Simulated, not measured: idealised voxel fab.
process module | voxel released beams
cross-section cut | 265 nm wide | cells 5 nm
A cross-section is a grid of square cells, given in bands from the top down. A band is one or more rows of cells.
Each band's line starts with the height of the band's top and of its bottom, in nm. Then come its materials from left to right, each with its width in nm. One material with "throughout" fills the band from edge to edge. "air" is empty space.
Height 0 is the level under which the wafer as received is all one material. The lowest band goes on downwards, as in "0 down".
A width such as "30 to 40" changes by the same amount from each row of cells to the next, from the band's top row to its bottom row.
"no change" after a step means that no cell of the cross-section changed.
closed voids: empty space of 8 cells or more with no open way to the top, each as width x height at its distance from the left edge, in nm
after a step's settings: what the simulator itself notes on the step
overlay nm, on a step with a mask: how far to the right of its planned place the mask lay; to the left if negative
plan
1 op RECEIVE | material Si
2 op CONFORMAL_DEP | material SiN | thk nm 5
3 op DIRECTIONAL_DEP | material SiO2 | thk nm 20
4 op DIRECTIONAL_DEP | material aC | thk nm 15
5 op PATTERN | tone open | mask id ANCHOR | material resist | width nm 45 | thk nm 35 | overlay nm 0
6 op DIRECTIONAL_ETCH | etch materials aC | depth nm 15
7 op STRIP | etch materials resist
8 op DIRECTIONAL_ETCH | etch materials SiO2 | depth nm 20
9 op STRIP | etch materials aC
10 op CONFORMAL_DEP | material W | thk nm 15
11 op DIRECTIONAL_DEP | material aC | thk nm 10
12 op PATTERN | tone cover | mask id BEAM | material resist | width nm 95 | thk nm 30 | overlay nm 0
13 op DIRECTIONAL_ETCH | etch materials aC | depth nm 10
14 op STRIP | etch materials resist
15 op DIRECTIONAL_ETCH | etch materials W | depth nm 15
16 op STRIP | etch materials aC
17 op STRIP | etch materials SiO2
as received, after step 1
  0 down: Si throughout
  closed voids: none
a wafer at the end: this start, this plan, one mistake
  40 to 25: air 80 | W 65 | air 120
  25 to 20: air 70 | W 15 | SiO2 45 | W 15 | air 120
  20 to 5: air 70 | W 15 | SiO2 45 | W 45 | air 90
  5 to 0: SiN throughout
  0 down: Si throughout
  closed voids: none
what went wrong: step 5 ran as: op PATTERN | tone cover | mask id ANCHOR | material resist | width nm 45 | thk nm 35 | overlay nm 0
